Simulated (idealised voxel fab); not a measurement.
Presented below is a process module, voxel capacitor over wiring.
cross-section cut | 160 nm wide | cells 5 nm
Format of a cross-section: grid, square cells. Given as bands. Order: top down. Band: one or more rows of cells. Heads up on the band format: heights come first, top then bottom, in nm. After that it's the materials left to right, each with its width in nm. A single material flagged "full width" fills the whole band edge to edge, and "empty" means there's empty space there. Height is counted from the level 0, under which the received wafer is composed throughout of one material. The lowest of the bands is not closed at the bottom but continues downward, in the notation "0 down". Width: "30..40" (first number = top row, second number = bottom row, same change from row to row of cells). For the purposes of this document, the phrase "stayed the same" attached to a step denotes that no cell within the cross-section was modified by that step. "Enclosed cavities": empty spaces of 8 cells or more with no open way to the top, each given as width x height at distance, distance from the left edge, all in nm. Past the settings on a step's line: simulator remark, on that step. "overlay nm" on a masked step: distance the mask lay right of its planned place, negative for left.

# Process steps - plan
1. RECEIVE with material Si
2. CONFORMAL_DEP with material SiO2, thk nm 15
3. DIRECTIONAL_DEP with material TiN, thk nm 5
4. DIRECTIONAL_DEP with material W, thk nm 25
5. DIRECTIONAL_DEP with material aC, thk nm 10
6. PATTERN with tone cover, mask id METAL_1, material resist, width nm 20, pitch nm 70, thk nm 25, overlay nm 0
7. DIRECTIONAL_ETCH with etch materials aC, depth nm 10
8. STRIP with etch materials resist
9. DIRECTIONAL_ETCH with etch materials W, depth nm 25
10. DIRECTIONAL_ETCH with etch materials TiN, depth nm 5
11. STRIP with etch materials aC
12. FILL_DEP with material SiO2, thk nm 5
13. CMP with height nm 45
14. CONFORMAL_DEP with material SiCN, thk nm 5
15. DIRECTIONAL_DEP with material lowk, thk nm 10
16. MASKED_ETCH with tone open, mask id PLUG_1, width nm 15, etch materials lowk, depth nm 10, overlay nm 0
17. MASKED_ETCH with tone open, mask id PLUG_1, width nm 15, etch materials SiCN, depth nm 5, overlay nm 0
18. EPI with material Ru, thk nm 10
19. EPI with material Ru, thk nm 5
20. DIRECTIONAL_DEP with material TiN, thk nm 10
21. DIRECTIONAL_DEP with material SiN, thk nm 5
22. DIRECTIONAL_DEP with material TiN, thk nm 10
23. DIRECTIONAL_DEP with material aC, thk nm 10
24. PATTERN with tone cover, mask id UPPER_PLATE, material resist, width nm 55, thk nm 30, overlay nm 0
25. DIRECTIONAL_ETCH with etch materials aC, depth nm 10
26. STRIP with etch materials resist
27. DIRECTIONAL_ETCH with etch materials TiN, depth nm 10
28. DIRECTIONAL_ETCH with etch materials SiN, depth nm 5
29. STRIP with etch materials aC
30. PATTERN with tone cover, mask id LOWER_PLATE, material resist, width nm 65, thk nm 20, overlay nm 0
31. DIRECTIONAL_ETCH with etch materials TiN, depth nm 10
32. STRIP with etch materials resist
33. FILL_DEP with material SiO2, thk nm 15
34. CMP with height nm 95
35. PATTERN with tone open, mask id PLUG_2, material resist, width nm 15, thk nm 15, overlay nm 0
36. DIRECTIONAL_ETCH with etch materials SiO2, depth nm 10
37. STRIP with etch materials resist
38. CONFORMAL_DEP with material TiN, thk nm 5
39. FILL_DEP with material W, thk nm 10
40. CMP with height nm 95
41. CONFORMAL_DEP with material SiCN, thk nm 5

# Delivered wafer in cross-section: state after step 1
    0 down  Si full width
    Enclosed cavities: none

# Cross-section taken at module completion on the first of two wafers; processed per the plan
    100 to 95  SiCN full width
    95 to 90  50 nm SiO2  5 nm TiN  5 nm W  5 nm TiN  95 nm SiO2
    90 to 85  50 nm SiO2  15 nm TiN  95 nm SiO2
    85 to 75  40 nm SiO2  55 nm TiN  65 nm SiO2
    75 to 70  40 nm SiO2  55 nm SiN  65 nm SiO2
    70 to 60  35 nm SiO2  65 nm TiN  60 nm SiO2
    60 to 50  40 nm lowk  15 nm Ru  105 nm lowk
    50 to 45  40 nm SiCN  15 nm Ru  105 nm SiCN
    45 to 20  35 nm SiO2  20 nm W  50 nm SiO2  20 nm W  35 nm SiO2
    20 to 15  35 nm SiO2  20 nm TiN  50 nm SiO2  20 nm TiN  35 nm SiO2
    15 to 0  SiO2 full width
    0 down  Si full width
    Enclosed cavities: none

# Cross-sectional view: second of two wafers, end of module; start and plan identical to the first, one mistake in running
    100 to 95  SiCN full width
    95 to 90  50 nm SiO2  5 nm TiN  5 nm W  5 nm TiN  95 nm SiO2
    90 to 85  50 nm SiO2  15 nm TiN  95 nm SiO2
    85 to 80  SiO2 full width
    80 to 70  40 nm SiO2  55 nm TiN  65 nm SiO2
    70 to 60  35 nm SiO2  65 nm TiN  60 nm SiO2
    60 to 50  40 nm lowk  15 nm Ru  105 nm lowk
    50 to 45  40 nm SiCN  15 nm Ru  105 nm SiCN
    45 to 20  35 nm SiO2  20 nm W  50 nm SiO2  20 nm W  35 nm SiO2
    20 to 15  35 nm SiO2  20 nm TiN  50 nm SiO2  20 nm TiN  35 nm SiO2
    15 to 0  SiO2 full width
    0 down  Si full width
    Enclosed cavities: none
Diagnosis: step 21 in the plan did not get run; it was skipped
Final wafer comparison in cells, second versus first, more or fewer per material: SiN: 11 fewer; SiO2: 11 more
